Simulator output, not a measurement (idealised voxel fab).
Name of the process module below: voxel spacer lines
The figure presents cross-section cut, which has a width of 290 nm and is divided into square cells with an edge length of 5 nm.
Reading order for cross-sections: top band down to bottom band. Underlying form: a grid of square cells. Band size: one or more rows of cells. Heights first: top, then bottom, in nm. Then materials, left to right, each with a width in nm. "everywhere" on a single material: fills the band edge to edge. "air": empty space. Heights from 0 (as-received wafer is one material below). Bottom band endless downward, as "0 and below". Width: "30..40" (first number = top row, second number = bottom row, same change from row to row of cells). The designation "no alterations made", where it is given for a processing step, indicates that no cell of the cross-section was altered in the course of that step. The label "Unvented cavities" introduces a list of the empty spaces, 8 cells or larger, that have no open way up to the top; each entry in it reads width x height at distance, where the distance is taken from the left edge and all three are stated in nm. On each step's line, the part that comes after the settings is the simulator's own comment on the step. When a step includes a mask, the "overlay nm" setting on its line states how far to the right of its planned place that mask lay, and negative values state how far to the left.

### This section lists the process steps that were planned
1. RECEIVE,material Si
2. CONFORMAL_DEP,material Al2O3,thk nm 10
3. DIRECTIONAL_DEP,material W,thk nm 10
4. DIRECTIONAL_DEP,material polySi,thk nm 30
5. PATTERN,tone cover,mask id MANDREL,material resist,width nm 20,pitch nm 60,thk nm 40,overlay nm -15
6. DIRECTIONAL_ETCH,etch materials polySi,depth nm 30
7. STRIP,etch materials resist
8. CONFORMAL_DEP,material SiN,thk nm 10
9. DIRECTIONAL_ETCH,etch materials SiN,depth nm 10
10. STRIP,etch materials polySi
11. DIRECTIONAL_ETCH,etch materials W,depth nm 10
12. STRIP,etch materials SiN
Wafers differ in overlay nm at step 5; plan lists the first wafer's value; identical starting state.

### This is how the first of several wafers looked in cross-section when it arrived, which is after step 1
0 and below = Si everywhere
Unvented cavities: none

### Once step 12, the last step, is complete, the module is at its end; this is the cross-section of the first of several wafers
20 down to 10 = air (80), then W (10), then air (20), then W (10), then air (20), then W (10), then air (20), then W (10), then air (110)
10 down to 0 = Al2O3 everywhere
0 and below = Si everywhere
Unvented cavities: none

### The module's end: a cross-section of the last wafer
20 down to 10 = air (110), then W (10), then air (20), then W (10), then air (20), then W (10), then air (20), then W (10), then air (80)
10 down to 0 = Al2O3 everywhere
0 and below = Si everywhere
Unvented cavities: none

### The following table contains a row per wafer, in which are reported, at the conclusion of the module, the cells of each material gained (+) or lost (-) since the wafer's receipt, with its closed voids given thereafter
overlay nm -15 | +116 Al2O3 | +16 W | Unvented cavities: none
overlay nm -10 | +116 Al2O3 | +16 W | Unvented cavities: none
overlay nm -5 | +116 Al2O3 | +16 W | Unvented cavities: none
overlay nm 0 | +116 Al2O3 | +16 W | Unvented cavities: none
overlay nm 5 | +116 Al2O3 | +16 W | Unvented cavities: none
overlay nm 10 | +116 Al2O3 | +16 W | Unvented cavities: none
overlay nm 15 | +116 Al2O3 | +16 W | Unvented cavities: none
